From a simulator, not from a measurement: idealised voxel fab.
process module | voxel lift off
cross-section cut | 285 nm wide | cells 5 nm
A cross-section is a grid of square cells, given in bands from the top down. A band is one or more rows of cells.
Each band's line starts with the height of the band's top and of its bottom, in nm. Then come its materials from left to right, each with its width in nm. One material with "throughout" fills the band from edge to edge. "air" is empty space.
Height 0 is the level under which the wafer as received is all one material. The lowest band goes on downwards, as in "0 down".
A width such as "30 to 40" changes by the same amount from each row of cells to the next, from the band's top row to its bottom row.
"no change" after a step means that no cell of the cross-section changed.
closed voids: empty space of 8 cells or more with no open way to the top, each as width x height at its distance from the left edge, in nm
after a step's settings: what the simulator itself notes on the step
overlay nm, on a step with a mask: how far to the right of its planned place the mask lay; to the left if negative
plan
1 op RECEIVE | material Si
2 op CONFORMAL_DEP | material Al2O3 | thk nm 15
3 op PATTERN | tone open | mask id LINES | material resist | width nm 20 | pitch nm 40 | thk nm 30 | overlay nm 0
4 op DIRECTIONAL_DEP | material Ru | thk nm 15
5 op STRIP | etch materials resist
6 op CONFORMAL_DEP | material SiO2 | thk nm 5
as received, after step 1
  0 down: Si throughout
  closed voids: none
first wafer at the end, as planned
  35 to 30: air 65 | SiO2 30 | air 10 | SiO2 30 | air 10 | SiO2 30 | air 10 | SiO2 30 | air 70
  30 to 20: air 65 | SiO2 5 | Ru 20 | SiO2 5 | air 10 | SiO2 5 | Ru 20 | SiO2 5 | air 10 | SiO2 5 | Ru 20 | SiO2 5 | air 10 | SiO2 5 | Ru 20 | SiO2 5 | air 70
  20 to 15: SiO2 70 | Ru 20 | SiO2 20 | Ru 20 | SiO2 20 | Ru 20 | SiO2 20 | Ru 20 | SiO2 75
  15 to 0: Al2O3 throughout
  0 down: Si throughout
  closed voids: none
second wafer at the end: like start, like plan, one mistake
  40 to 35: air 65 | SiO2 30 | air 10 | SiO2 30 | air 10 | SiO2 30 | air 10 | SiO2 30 | air 70
  35 to 20: air 65 | SiO2 5 | Ru 20 | SiO2 5 | air 10 | SiO2 5 | Ru 20 | SiO2 5 | air 10 | SiO2 5 | Ru 20 | SiO2 5 | air 10 | SiO2 5 | Ru 20 | SiO2 5 | air 70
  20 to 15: SiO2 70 | Ru 20 | SiO2 20 | Ru 20 | SiO2 20 | Ru 20 | SiO2 20 | Ru 20 | SiO2 75
  15 to 0: Al2O3 throughout
  0 down: Si throughout
  closed voids: none
what went wrong: step 4 ran as: op DIRECTIONAL_DEP | material Ru | thk nm 20
at the end the second wafer has, in cells: 16 more of Ru | 8 more of SiO2
